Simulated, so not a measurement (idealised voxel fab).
This section sets out a process module, namely voxel wiring stack.
For reference, the cross-section in this document is cut, with width 180 nm and square cells of 5 nm.
Throughout this document, each cross-section is represented as a grid of square cells and is presented as a sequence of bands enumerated from the top downward, where a band comprises one or more rows of cells.
First you get the band's top height and its bottom height, in nm, and then the materials it's made of, left to right, with each width in nm. If you see a single material with "full width", that one covers the band edge to edge. "blank" is empty space.
Height reference: 0 = level under which incoming wafer is all one material. Lowest band: no bottom, runs on downward, e.g. "top 0, no bottom".
A two-number width, for instance "30 to 40", indicates that the width is equal to the first number in the top row of the band and to the second number in the bottom row, and that it changes by a constant amount per row of cells.
"left unchanged" (step): cross-section cells unchanged, all of them.
Closed void inventory: empty space of 8 cells or more with no open way to the top, each as width x height at its distance from the left edge, in nm
Whatever follows a step's settings on its line is a remark the simulator itself makes about that step.
"overlay nm" denotes, for a step that has a mask, the displacement of the mask to the right of its planned place, with negative values corresponding to the left.

Listed below are the process steps as planned
step 1: RECEIVE,material Si
step 2: CONFORMAL_DEP,material SiO2,thk nm 15
step 3: DIRECTIONAL_DEP,material TiN,thk nm 5
step 4: DIRECTIONAL_DEP,material W,thk nm 20
step 5: PATTERN,tone cover,mask id METAL_1,material resist,width nm 20,pitch nm 45,thk nm 15,overlay nm 0
step 6: DIRECTIONAL_ETCH,etch materials W,depth nm 20
step 7: DIRECTIONAL_ETCH,etch materials TiN,depth nm 5
step 8: STRIP,etch materials resist
step 9: CONFORMAL_DEP,material SiCN,thk nm 5
step 10: FILL_DEP,material SiO2,thk nm 5
step 11: CMP,height nm 40
step 12: CONFORMAL_DEP,material SiCN,thk nm 5
step 13: DIRECTIONAL_DEP,material lowk,thk nm 25
step 14: MASKED_ETCH,tone open,mask id METAL_2,width nm 20,pitch nm 45,etch materials lowk,depth nm 15,overlay nm -15
step 15: PATTERN,tone open,mask id METAL_2_HOLES,material resist,width nm 15,thk nm 20,overlay nm 0
step 16: DIRECTIONAL_ETCH,etch materials lowk,depth nm 10
step 17: DIRECTIONAL_ETCH,etch materials SiCN,depth nm 5
step 18: STRIP,etch materials resist
step 19: CONFORMAL_DEP,material TiN,thk nm 5
step 20: FILL_DEP,material Cu,thk nm 5
step 21: CMP,height nm 70
step 22: CONFORMAL_DEP,material SiN,thk nm 5
The plan's step 14 overlay nm is the first wafer's value; the wafers differ in this setting and start identical.

Received wafers, first of several: cross-section after step 1
* top 0, no bottom: Si full width
* Closed void inventory: none

Cross-sectional representation of the first of several wafers at the end of the module, i.e. after its terminal step, step 22
* top 75, bottom 70: SiN full width
* top 70, bottom 60: 40 of lowk / 5 of TiN / 20 to 10 of Cu / 5 to 15 of TiN / 15 of lowk / 5 of TiN / 10 of Cu / 5 of TiN / 75 of lowk
* top 60, bottom 55: 40 of lowk / 20 of TiN / 25 of lowk / 20 of TiN / 75 of lowk
* top 55, bottom 45: 55 of lowk / 5 of TiN / 120 of lowk
* top 45, bottom 40: 55 of SiCN / 5 of TiN / 120 of SiCN
* top 40, bottom 20: 50 of SiO2 / 5 of SiCN / 20 of W / 5 of SiCN / 15 of SiO2 / 5 of SiCN / 20 of W / 5 of SiCN / 55 of SiO2
* top 20, bottom 15: 55 of SiCN / 20 of TiN / 25 of SiCN / 20 of TiN / 60 of SiCN
* top 15, bottom 0: SiO2 full width
* top 0, no bottom: Si full width
* Closed void inventory: none

The last wafer as seen in cross-section at the end of the module
* top 75, bottom 70: SiN full width
* top 70, bottom 60: 55 of lowk / 5 to 20 of TiN / 25 to 10 of Cu / 5 of TiN / 25 of lowk / 5 of TiN / 10 of Cu / 5 of TiN / 45 of lowk
* top 60, bottom 55: 70 of lowk / 20 of TiN / 25 of lowk / 20 of TiN / 45 of lowk
* top 55, bottom 45: lowk full width
* top 45, bottom 40: SiCN full width
* top 40, bottom 20: 50 of SiO2 / 5 of SiCN / 20 of W / 5 of SiCN / 15 of SiO2 / 5 of SiCN / 20 of W / 5 of SiCN / 55 of SiO2
* top 20, bottom 15: 55 of SiCN / 20 of TiN / 25 of SiCN / 20 of TiN / 60 of SiCN
* top 15, bottom 0: SiO2 full width
* top 0, no bottom: Si full width
* Closed void inventory: none

Per wafer, end of module: cells gained (+) or lost (-) per material since receipt, then closed voids
overlay nm -15 | +10 Cu | +79 SiCN | +36 SiN | +204 SiO2 | +29 TiN | +32 W | +150 lowk | Closed void inventory: none
overlay nm -10 | +9 Cu | +78 SiCN | +36 SiN | +204 SiO2 | +31 TiN | +32 W | +150 lowk | Closed void inventory: none
overlay nm -5 | +11 Cu | +77 SiCN | +36 SiN | +204 SiO2 | +30 TiN | +32 W | +150 lowk | Closed void inventory: none
overlay nm 0 | +11 Cu | +77 SiCN | +36 SiN | +204 SiO2 | +30 TiN | +32 W | +150 lowk | Closed void inventory: none
overlay nm 5 | +9 Cu | +78 SiCN | +36 SiN | +204 SiO2 | +31 TiN | +32 W | +150 lowk | Closed void inventory: none
overlay nm 10 | +10 Cu | +79 SiCN | +36 SiN | +204 SiO2 | +29 TiN | +32 W | +150 lowk | Closed void inventory: none
overlay nm 15 | +11 Cu | +80 SiCN | +36 SiN | +204 SiO2 | +27 TiN | +32 W | +150 lowk | Closed void inventory: none
